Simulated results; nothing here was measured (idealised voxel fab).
process module | voxel transistor to metal
cross-section cut | 205 nm wide | cells 5 nm
A cross-section is a grid of square cells, given in bands from the top down. A band is one or more rows of cells.
Each band's line starts with the height of the band's top and of its bottom, in nm. Then come its materials from left to right, each with its width in nm. One material with "throughout" fills the band from edge to edge. "air" is empty space.
Height 0 is the level under which the wafer as received is all one material. The lowest band goes on downwards, as in "0 down".
A width such as "30 to 40" changes by the same amount from each row of cells to the next, from the band's top row to its bottom row.
"no change" after a step means that no cell of the cross-section changed.
closed voids: empty space of 8 cells or more with no open way to the top, each as width x height at its distance from the left edge, in nm
after a step's settings: what the simulator itself notes on the step
overlay nm, on a step with a mask: how far to the right of its planned place the mask lay; to the left if negative
plan
1 op RECEIVE | material Si
2 op CONFORMAL_DEP | material SiO2 | thk nm 5
3 op CONFORMAL_DEP | material SiN | thk nm 15
4 op DIRECTIONAL_DEP | material aC | thk nm 15
5 op PATTERN | tone cover | mask id ACTIVE | material resist | width nm 115 | thk nm 35 | overlay nm 0
6 op DIRECTIONAL_ETCH | etch materials aC | depth nm 15
7 op STRIP | etch materials resist
8 op DIRECTIONAL_ETCH | etch materials SiN | depth nm 15
9 op DIRECTIONAL_ETCH | etch materials SiO2 | depth nm 5
10 op DIRECTIONAL_ETCH | etch materials Si | depth nm 30
11 op STRIP | etch materials aC
12 op OXIDIZE | depth nm 5
13 op FILL_DEP | material SiO2 | thk nm 5
14 op CMP | height nm 20
15 op SELECTIVE_ETCH | etch materials SiO2 | depth nm 15
16 op STRIP | etch materials SiN
17 op SELECTIVE_ETCH | etch materials SiO2 | depth nm 5
18 op OXIDIZE | depth nm 5
19 op DIRECTIONAL_DEP | material polySi | thk nm 20
20 op DIRECTIONAL_DEP | material SiCN | thk nm 15
21 op PATTERN | tone cover | mask id GATE | material resist | width nm 25 | thk nm 20 | overlay nm 0
22 op DIRECTIONAL_ETCH | etch materials SiCN | depth nm 25
23 op DIRECTIONAL_ETCH | etch materials polySi | depth nm 30
24 op STRIP | etch materials resist
25 op CONFORMAL_DEP | material SiO2 | thk nm 5
26 op DIRECTIONAL_ETCH | etch materials SiO2 | depth nm 5
27 op CONFORMAL_DEP | material SiN | thk nm 5
28 op DIRECTIONAL_ETCH | etch materials SiN | depth nm 5
29 op DIRECTIONAL_ETCH | etch materials SiO2 | depth nm 5
30 op DIRECTIONAL_ETCH | etch materials Si | depth nm 10
31 op EPI | material pSi | thk nm 15
32 op FILL_DEP | material SiO2 | thk nm 5
33 op CMP | height nm 35
34 op DIRECTIONAL_DEP | material SiO2 | thk nm 15
35 op PATTERN | tone open | mask id CONTACT | material resist | width nm 20 | pitch nm 75 | thk nm 20 | overlay nm 0
36 op DIRECTIONAL_ETCH | etch materials SiO2 | depth nm 50
37 op STRIP | etch materials resist
38 op CONFORMAL_DEP | material TiN | thk nm 5
39 op FILL_DEP | material Ru | thk nm 5
40 op CMP | height nm 50
41 op CONFORMAL_DEP | material SiN | thk nm 5
42 op DIRECTIONAL_DEP | material lowk | thk nm 15
43 op PATTERN | tone open | mask id METAL_1 | material resist | width nm 20 | pitch nm 75 | thk nm 15 | overlay nm 0
44 op DIRECTIONAL_ETCH | etch materials lowk | depth nm 15
45 op DIRECTIONAL_ETCH | etch materials SiN | depth nm 5
46 op STRIP | etch materials resist
47 op CONFORMAL_DEP | material TiN | thk nm 5
48 op FILL_DEP | material W | thk nm 5
49 op CMP | height nm 70
50 op CONFORMAL_DEP | material SiN | thk nm 5
first wafer, as planned
as received, after step 1
  0 down: Si throughout
  closed voids: none
after step 2
  5 to 0: SiO2 throughout
  below 0: unchanged
after step 3
  20 to 5: SiN throughout
  below 5: unchanged
after step 4
  35 to 20: aC throughout
  below 20: unchanged
after step 5
  70 to 35: air 45 | resist 115 | air 45
  below 35: unchanged
after step 6
  55 to 35: air 45 | resist 115 | air 45
  35 to 20: air 45 | aC 115 | air 45
  below 20: unchanged
after step 7
  35 to 20: air 45 | aC 115 | air 45
  below 20: unchanged
after step 8
  35 to 20: air 45 | aC 115 | air 45
  20 to 5: air 45 | SiN 115 | air 45
  below 5: unchanged
after step 9
  35 to 20: air 45 | aC 115 | air 45
  20 to 5: air 45 | SiN 115 | air 45
  5 to 0: air 45 | SiO2 115 | air 45
  below 0: unchanged
after step 10
  35 to 20: air 45 | aC 115 | air 45
  20 to 5: air 45 | SiN 115 | air 45
  5 to 0: air 45 | SiO2 115 | air 45
  0 to -30: air 45 | Si 115 | air 45
  below -30: unchanged
after step 11
  20 to 5: air 45 | SiN 115 | air 45
  below 5: unchanged
after step 12
  20 to 5: air 45 | SiN 115 | air 45
  5 to 0: air 45 | SiO2 115 | air 45
  0 to -30: air 45 | SiO2 5 | Si 105 | SiO2 5 | air 45
  -30 to -35: SiO2 50 | Si 105 | SiO2 50
  below -35: unchanged
after step 13
  25 to 20: SiO2 throughout
  20 to 5: SiO2 45 | SiN 115 | SiO2 45
  5 to 0: SiO2 throughout
  0 to -35: SiO2 50 | Si 105 | SiO2 50
  below -35: unchanged
after step 14
  20 to 5: SiO2 45 | SiN 115 | SiO2 45
  below 5: unchanged
after step 15
  20 to 5: air 45 | SiN 115 | air 45
  below 5: unchanged
after step 16
  5 to 0: SiO2 throughout
  below 0: unchanged
after step 17
  0 to -35: SiO2 50 | Si 105 | SiO2 50
  below -35: unchanged
after step 18
  0 to -5: SiO2 throughout
  below -5: unchanged
after step 19
  20 to 0: polySi throughout
  below 0: unchanged
after step 20
  35 to 20: SiCN throughout
  below 20: unchanged
after step 21
  55 to 35: air 90 | resist 25 | air 90
  below 35: unchanged
after step 22
  55 to 35: air 90 | resist 25 | air 90
  35 to 20: air 90 | SiCN 25 | air 90
  below 20: unchanged
after step 23
  55 to 35: air 90 | resist 25 | air 90
  35 to 20: air 90 | SiCN 25 | air 90
  20 to 0: air 90 | polySi 25 | air 90
  below 0: unchanged
after step 24
  35 to 20: air 90 | SiCN 25 | air 90
  below 20: unchanged
after step 25
  40 to 35: air 85 | SiO2 35 | air 85
  35 to 20: air 85 | SiO2 5 | SiCN 25 | SiO2 5 | air 85
  20 to 5: air 85 | SiO2 5 | polySi 25 | SiO2 5 | air 85
  5 to 0: SiO2 90 | polySi 25 | SiO2 90
  below 0: unchanged
after step 26
  35 to 20: air 85 | SiO2 5 | SiCN 25 | SiO2 5 | air 85
  20 to 0: air 85 | SiO2 5 | polySi 25 | SiO2 5 | air 85
  below 0: unchanged
after step 27
  40 to 35: air 80 | SiN 45 | air 80
  35 to 20: air 80 | SiN 5 | SiO2 5 | SiCN 25 | SiO2 5 | SiN 5 | air 80
  20 to 5: air 80 | SiN 5 | SiO2 5 | polySi 25 | SiO2 5 | SiN 5 | air 80
  5 to 0: SiN 85 | SiO2 5 | polySi 25 | SiO2 5 | SiN 85
  below 0: unchanged
after step 28
  35 to 20: air 80 | SiN 5 | SiO2 5 | SiCN 25 | SiO2 5 | SiN 5 | air 80
  20 to 0: air 80 | SiN 5 | SiO2 5 | polySi 25 | SiO2 5 | SiN 5 | air 80
  below 0: unchanged
after step 29
  35 to 30: air 80 | SiN 5 | air 5 | SiCN 25 | air 5 | SiN 5 | air 80
  30 to 20: air 80 | SiN 5 | SiO2 5 | SiCN 25 | SiO2 5 | SiN 5 | air 80
  20 to 0: air 80 | SiN 5 | SiO2 5 | polySi 25 | SiO2 5 | SiN 5 | air 80
  0 to -5: air 80 | SiO2 45 | air 80
  below -5: unchanged
after step 30
  35 to 30: air 80 | SiN 5 | air 5 | SiCN 25 | air 5 | SiN 5 | air 80
  30 to 20: air 80 | SiN 5 | SiO2 5 | SiCN 25 | SiO2 5 | SiN 5 | air 80
  20 to 0: air 80 | SiN 5 | SiO2 5 | polySi 25 | SiO2 5 | SiN 5 | air 80
  0 to -5: air 80 | SiO2 45 | air 80
  -5 to -15: SiO2 50 | air 30 | Si 45 | air 30 | SiO2 50
  below -15: unchanged
after step 31
  35 to 30: air 80 | SiN 5 | air 5 | SiCN 25 | air 5 | SiN 5 | air 80
  30 to 20: air 80 | SiN 5 | SiO2 5 | SiCN 25 | SiO2 5 | SiN 5 | air 80
  20 to 10: air 80 | SiN 5 | SiO2 5 | polySi 25 | SiO2 5 | SiN 5 | air 80
  10 to 0: air 65 | pSi 15 | SiN 5 | SiO2 5 | polySi 25 | SiO2 5 | SiN 5 | pSi 15 | air 65
  0 to -5: air 45 | pSi 35 | SiO2 45 | pSi 35 | air 45
  -5 to -15: SiO2 50 | pSi 30 | Si 45 | pSi 30 | SiO2 50
  below -15: unchanged
after step 32
  40 to 35: SiO2 throughout
  35 to 20: SiO2 80 | SiN 5 | SiO2 5 | SiCN 25 | SiO2 5 | SiN 5 | SiO2 80
  20 to 10: SiO2 80 | SiN 5 | SiO2 5 | polySi 25 | SiO2 5 | SiN 5 | SiO2 80
  10 to 0: SiO2 65 | pSi 15 | SiN 5 | SiO2 5 | polySi 25 | SiO2 5 | SiN 5 | pSi 15 | SiO2 65
  0 to -5: SiO2 45 | pSi 35 | SiO2 45 | pSi 35 | SiO2 45
  below -5: unchanged
after step 33
  35 to 20: SiO2 80 | SiN 5 | SiO2 5 | SiCN 25 | SiO2 5 | SiN 5 | SiO2 80
  below 20: unchanged
after step 34
  50 to 35: SiO2 throughout
  below 35: unchanged
after step 35
  70 to 50: resist 55 | air 20 | resist 55 | air 20 | resist 55
  below 50: unchanged
after step 36
  70 to 50: resist 55 | air 20 | resist 55 | air 20 | resist 55
  50 to 35: SiO2 55 | air 20 | SiO2 55 | air 20 | SiO2 55
  35 to 20: SiO2 55 | air 20 | SiO2 5 | SiN 5 | SiO2 5 | SiCN 25 | SiO2 5 | SiN 5 | SiO2 5 | air 20 | SiO2 55
  20 to 10: SiO2 55 | air 20 | SiO2 5 | SiN 5 | SiO2 5 | polySi 25 | SiO2 5 | SiN 5 | SiO2 5 | air 20 | SiO2 55
  10 to 0: SiO2 55 | air 10 | pSi 15 | SiN 5 | SiO2 5 | polySi 25 | SiO2 5 | SiN 5 | pSi 15 | air 10 | SiO2 55
  below 0: unchanged
after step 37
  50 to 35: SiO2 55 | air 20 | SiO2 55 | air 20 | SiO2 55
  below 35: unchanged
after step 38
  55 to 50: TiN 60 | air 10 | TiN 65 | air 10 | TiN 60
  50 to 35: SiO2 55 | TiN 5 | air 10 | TiN 5 | SiO2 55 | TiN 5 | air 10 | TiN 5 | SiO2 55
  35 to 20: SiO2 55 | TiN 5 | air 10 | TiN 5 | SiO2 5 | SiN 5 | SiO2 5 | SiCN 25 | SiO2 5 | SiN 5 | SiO2 5 | TiN 5 | air 10 | TiN 5 | SiO2 55
  20 to 15: SiO2 55 | TiN 5 | air 10 | TiN 5 | SiO2 5 | SiN 5 | SiO2 5 | polySi 25 | SiO2 5 | SiN 5 | SiO2 5 | TiN 5 | air 10 | TiN 5 | SiO2 55
  15 to 10: SiO2 55 | TiN 20 | SiO2 5 | SiN 5 | SiO2 5 | polySi 25 | SiO2 5 | SiN 5 | SiO2 5 | TiN 20 | SiO2 55
  10 to 0: SiO2 55 | TiN 10 | pSi 15 | SiN 5 | SiO2 5 | polySi 25 | SiO2 5 | SiN 5 | pSi 15 | TiN 10 | SiO2 55
  below 0: unchanged
after step 39
  60 to 55: Ru throughout
  55 to 50: TiN 60 | Ru 10 | TiN 65 | Ru 10 | TiN 60
  50 to 35: SiO2 55 | TiN 5 | Ru 10 | TiN 5 | SiO2 55 | TiN 5 | Ru 10 | TiN 5 | SiO2 55
  35 to 20: SiO2 55 | TiN 5 | Ru 10 | TiN 5 | SiO2 5 | SiN 5 | SiO2 5 | SiCN 25 | SiO2 5 | SiN 5 | SiO2 5 | TiN 5 | Ru 10 | TiN 5 | SiO2 55
  20 to 15: SiO2 55 | TiN 5 | Ru 10 | TiN 5 | SiO2 5 | SiN 5 | SiO2 5 | polySi 25 | SiO2 5 | SiN 5 | SiO2 5 | TiN 5 | Ru 10 | TiN 5 | SiO2 55
  below 15: unchanged
after step 40
  50 to 35: SiO2 55 | TiN 5 | Ru 10 | TiN 5 | SiO2 55 | TiN 5 | Ru 10 | TiN 5 | SiO2 55
  below 35: unchanged
after step 41
  55 to 50: SiN throughout
  below 50: unchanged
after step 42
  70 to 55: lowk throughout
  below 55: unchanged
after step 43
  85 to 70: resist 55 | air 20 | resist 55 | air 20 | resist 55
  below 70: unchanged
after step 44
  85 to 70: resist 55 | air 20 | resist 55 | air 20 | resist 55
  70 to 55: lowk 55 | air 20 | lowk 55 | air 20 | lowk 55
  below 55: unchanged
after step 45
  85 to 70: resist 55 | air 20 | resist 55 | air 20 | resist 55
  70 to 55: lowk 55 | air 20 | lowk 55 | air 20 | lowk 55
  55 to 50: SiN 55 | air 20 | SiN 55 | air 20 | SiN 55
  below 50: unchanged
after step 46
  70 to 55: lowk 55 | air 20 | lowk 55 | air 20 | lowk 55
  below 55: unchanged
after step 47
  75 to 70: TiN 60 | air 10 | TiN 65 | air 10 | TiN 60
  70 to 55: lowk 55 | TiN 5 | air 10 | TiN 5 | lowk 55 | TiN 5 | air 10 | TiN 5 | lowk 55
  55 to 50: SiN 55 | TiN 20 | SiN 55 | TiN 20 | SiN 55
  below 50: unchanged
after step 48
  80 to 75: W throughout
  75 to 70: TiN 60 | W 10 | TiN 65 | W 10 | TiN 60
  70 to 55: lowk 55 | TiN 5 | W 10 | TiN 5 | lowk 55 | TiN 5 | W 10 | TiN 5 | lowk 55
  below 55: unchanged
after step 49
  70 to 55: lowk 55 | TiN 5 | W 10 | TiN 5 | lowk 55 | TiN 5 | W 10 | TiN 5 | lowk 55
  below 55: unchanged
after step 50
  75 to 70: SiN throughout
  below 70: unchanged
second wafer: like start, like plan, one mistake. Through step 4 it matches the first wafer
when step 5 should have ended
  70 to 35: resist 45 | air 115 | resist 45
  below 35: unchanged
when step 6 should have ended
  55 to 35: resist 45 | air 115 | resist 45
  35 to 20: aC 45 | air 115 | aC 45
  below 20: unchanged
when step 7 should have ended
  35 to 20: aC 45 | air 115 | aC 45
  below 20: unchanged
when step 8 should have ended
  35 to 20: aC 45 | air 115 | aC 45
  20 to 5: SiN 45 | air 115 | SiN 45
  below 5: unchanged
when step 9 should have ended
  35 to 20: aC 45 | air 115 | aC 45
  20 to 5: SiN 45 | air 115 | SiN 45
  5 to 0: SiO2 45 | air 115 | SiO2 45
  below 0: unchanged
when step 10 should have ended
  35 to 20: aC 45 | air 115 | aC 45
  20 to 5: SiN 45 | air 115 | SiN 45
  5 to 0: SiO2 45 | air 115 | SiO2 45
  0 to -30: Si 45 | air 115 | Si 45
  below -30: unchanged
when step 11 should have ended
  20 to 5: SiN 45 | air 115 | SiN 45
  below 5: unchanged
when step 12 should have ended
  20 to 5: SiN 45 | air 115 | SiN 45
  5 to 0: SiO2 45 | air 115 | SiO2 45
  0 to -30: Si 40 | SiO2 5 | air 115 | SiO2 5 | Si 40
  -30 to -35: Si 40 | SiO2 125 | Si 40
  below -35: unchanged
when step 13 should have ended
  25 to 20: SiO2 throughout
  20 to 5: SiN 45 | SiO2 115 | SiN 45
  5 to 0: SiO2 throughout
  0 to -35: Si 40 | SiO2 125 | Si 40
  below -35: unchanged
when step 14 should have ended
  20 to 5: SiN 45 | SiO2 115 | SiN 45
  below 5: unchanged
when step 15 should have ended
  20 to 5: SiN 45 | air 115 | SiN 45
  below 5: unchanged
when step 16 should have ended
  5 to 0: SiO2 throughout
  below 0: unchanged
when step 17 should have ended
  0 to -35: Si 40 | SiO2 125 | Si 40
  below -35: unchanged
when step 18 should have ended
  0 to -5: SiO2 throughout
  below -5: unchanged
when step 19 should have ended
  20 to 0: polySi throughout
  below 0: unchanged
when step 20 should have ended
  35 to 20: SiCN throughout
  below 20: unchanged
when step 21 should have ended
  55 to 35: air 90 | resist 25 | air 90
  below 35: unchanged
when step 22 should have ended
  55 to 35: air 90 | resist 25 | air 90
  35 to 20: air 90 | SiCN 25 | air 90
  below 20: unchanged
when step 23 should have ended
  55 to 35: air 90 | resist 25 | air 90
  35 to 20: air 90 | SiCN 25 | air 90
  20 to 0: air 90 | polySi 25 | air 90
  below 0: unchanged
when step 24 should have ended
  35 to 20: air 90 | SiCN 25 | air 90
  below 20: unchanged
when step 25 should have ended
  40 to 35: air 85 | SiO2 35 | air 85
  35 to 20: air 85 | SiO2 5 | SiCN 25 | SiO2 5 | air 85
  20 to 5: air 85 | SiO2 5 | polySi 25 | SiO2 5 | air 85
  5 to 0: SiO2 90 | polySi 25 | SiO2 90
  below 0: unchanged
when step 26 should have ended
  35 to 20: air 85 | SiO2 5 | SiCN 25 | SiO2 5 | air 85
  20 to 0: air 85 | SiO2 5 | polySi 25 | SiO2 5 | air 85
  below 0: unchanged
when step 27 should have ended
  40 to 35: air 80 | SiN 45 | air 80
  35 to 20: air 80 | SiN 5 | SiO2 5 | SiCN 25 | SiO2 5 | SiN 5 | air 80
  20 to 5: air 80 | SiN 5 | SiO2 5 | polySi 25 | SiO2 5 | SiN 5 | air 80
  5 to 0: SiN 85 | SiO2 5 | polySi 25 | SiO2 5 | SiN 85
  below 0: unchanged
when step 28 should have ended
  35 to 20: air 80 | SiN 5 | SiO2 5 | SiCN 25 | SiO2 5 | SiN 5 | air 80
  20 to 0: air 80 | SiN 5 | SiO2 5 | polySi 25 | SiO2 5 | SiN 5 | air 80
  below 0: unchanged
when step 29 should have ended
  35 to 30: air 80 | SiN 5 | air 5 | SiCN 25 | air 5 | SiN 5 | air 80
  30 to 20: air 80 | SiN 5 | SiO2 5 | SiCN 25 | SiO2 5 | SiN 5 | air 80
  20 to 0: air 80 | SiN 5 | SiO2 5 | polySi 25 | SiO2 5 | SiN 5 | air 80
  0 to -5: air 80 | SiO2 45 | air 80
  below -5: unchanged
when step 30 should have ended
  35 to 30: air 80 | SiN 5 | air 5 | SiCN 25 | air 5 | SiN 5 | air 80
  30 to 20: air 80 | SiN 5 | SiO2 5 | SiCN 25 | SiO2 5 | SiN 5 | air 80
  20 to 0: air 80 | SiN 5 | SiO2 5 | polySi 25 | SiO2 5 | SiN 5 | air 80
  0 to -5: air 80 | SiO2 45 | air 80
  -5 to -15: air 40 | SiO2 125 | air 40
  below -15: unchanged
when step 31 should have ended
  35 to 30: air 80 | SiN 5 | air 5 | SiCN 25 | air 5 | SiN 5 | air 80
  30 to 20: air 80 | SiN 5 | SiO2 5 | SiCN 25 | SiO2 5 | SiN 5 | air 80
  20 to 0: air 80 | SiN 5 | SiO2 5 | polySi 25 | SiO2 5 | SiN 5 | air 80
  0 to -5: pSi 45 | air 35 | SiO2 45 | air 35 | pSi 45
  -5 to -15: pSi 40 | SiO2 125 | pSi 40
  below -15: unchanged
when step 32 should have ended
  40 to 35: SiO2 throughout
  35 to 20: SiO2 80 | SiN 5 | SiO2 5 | SiCN 25 | SiO2 5 | SiN 5 | SiO2 80
  20 to 0: SiO2 80 | SiN 5 | SiO2 5 | polySi 25 | SiO2 5 | SiN 5 | SiO2 80
  0 to -5: pSi 45 | SiO2 115 | pSi 45
  below -5: unchanged
when step 33 should have ended
  35 to 20: SiO2 80 | SiN 5 | SiO2 5 | SiCN 25 | SiO2 5 | SiN 5 | SiO2 80
  below 20: unchanged
when step 34 should have ended
  50 to 35: SiO2 throughout
  below 35: unchanged
when step 35 should have ended
  70 to 50: resist 55 | air 20 | resist 55 | air 20 | resist 55
  below 50: unchanged
when step 36 should have ended
  70 to 50: resist 55 | air 20 | resist 55 | air 20 | resist 55
  50 to 35: SiO2 55 | air 20 | SiO2 55 | air 20 | SiO2 55
  35 to 20: SiO2 55 | air 20 | SiO2 5 | SiN 5 | SiO2 5 | SiCN 25 | SiO2 5 | SiN 5 | SiO2 5 | air 20 | SiO2 55
  20 to 0: SiO2 55 | air 20 | SiO2 5 | SiN 5 | SiO2 5 | polySi 25 | SiO2 5 | SiN 5 | SiO2 5 | air 20 | SiO2 55
  below 0: unchanged
when step 37 should have ended
  50 to 35: SiO2 55 | air 20 | SiO2 55 | air 20 | SiO2 55
  below 35: unchanged
when step 38 should have ended
  55 to 50: TiN 60 | air 10 | TiN 65 | air 10 | TiN 60
  50 to 35: SiO2 55 | TiN 5 | air 10 | TiN 5 | SiO2 55 | TiN 5 | air 10 | TiN 5 | SiO2 55
  35 to 20: SiO2 55 | TiN 5 | air 10 | TiN 5 | SiO2 5 | SiN 5 | SiO2 5 | SiCN 25 | SiO2 5 | SiN 5 | SiO2 5 | TiN 5 | air 10 | TiN 5 | SiO2 55
  20 to 5: SiO2 55 | TiN 5 | air 10 | TiN 5 | SiO2 5 | SiN 5 | SiO2 5 | polySi 25 | SiO2 5 | SiN 5 | SiO2 5 | TiN 5 | air 10 | TiN 5 | SiO2 55
  5 to 0: SiO2 55 | TiN 20 | SiO2 5 | SiN 5 | SiO2 5 | polySi 25 | SiO2 5 | SiN 5 | SiO2 5 | TiN 20 | SiO2 55
  below 0: unchanged
when step 39 should have ended
  60 to 55: Ru throughout
  55 to 50: TiN 60 | Ru 10 | TiN 65 | Ru 10 | TiN 60
  50 to 35: SiO2 55 | TiN 5 | Ru 10 | TiN 5 | SiO2 55 | TiN 5 | Ru 10 | TiN 5 | SiO2 55
  35 to 20: SiO2 55 | TiN 5 | Ru 10 | TiN 5 | SiO2 5 | SiN 5 | SiO2 5 | SiCN 25 | SiO2 5 | SiN 5 | SiO2 5 | TiN 5 | Ru 10 | TiN 5 | SiO2 55
  20 to 5: SiO2 55 | TiN 5 | Ru 10 | TiN 5 | SiO2 5 | SiN 5 | SiO2 5 | polySi 25 | SiO2 5 | SiN 5 | SiO2 5 | TiN 5 | Ru 10 | TiN 5 | SiO2 55
  below 5: unchanged
when step 40 should have ended
  50 to 35: SiO2 55 | TiN 5 | Ru 10 | TiN 5 | SiO2 55 | TiN 5 | Ru 10 | TiN 5 | SiO2 55
  below 35: unchanged
when step 41 should have ended
  55 to 50: SiN throughout
  below 50: unchanged
when step 42 should have ended
  70 to 55: lowk throughout
  below 55: unchanged
when step 43 should have ended
  85 to 70: resist 55 | air 20 | resist 55 | air 20 | resist 55
  below 70: unchanged
when step 44 should have ended
  85 to 70: resist 55 | air 20 | resist 55 | air 20 | resist 55
  70 to 55: lowk 55 | air 20 | lowk 55 | air 20 | lowk 55
  below 55: unchanged
when step 45 should have ended
  85 to 70: resist 55 | air 20 | resist 55 | air 20 | resist 55
  70 to 55: lowk 55 | air 20 | lowk 55 | air 20 | lowk 55
  55 to 50: SiN 55 | air 20 | SiN 55 | air 20 | SiN 55
  below 50: unchanged
when step 46 should have ended
  70 to 55: lowk 55 | air 20 | lowk 55 | air 20 | lowk 55
  below 55: unchanged
when step 47 should have ended
  75 to 70: TiN 60 | air 10 | TiN 65 | air 10 | TiN 60
  70 to 55: lowk 55 | TiN 5 | air 10 | TiN 5 | lowk 55 | TiN 5 | air 10 | TiN 5 | lowk 55
  55 to 50: SiN 55 | TiN 20 | SiN 55 | TiN 20 | SiN 55
  below 50: unchanged
when step 48 should have ended
  80 to 75: W throughout
  75 to 70: TiN 60 | W 10 | TiN 65 | W 10 | TiN 60
  70 to 55: lowk 55 | TiN 5 | W 10 | TiN 5 | lowk 55 | TiN 5 | W 10 | TiN 5 | lowk 55
  below 55: unchanged
when step 49 should have ended
  70 to 55: lowk 55 | TiN 5 | W 10 | TiN 5 | lowk 55 | TiN 5 | W 10 | TiN 5 | lowk 55
  below 55: unchanged
when step 50 should have ended
  75 to 70: SiN throughout
  below 70: unchanged
what went wrong: step 5 ran as: op PATTERN | tone open | mask id ACTIVE | material resist | width nm 115 | thk nm 35 | overlay nm 0
at the end the second wafer has, in cells: 8 more of Ru | 38 fewer of Si | 30 more of SiO2
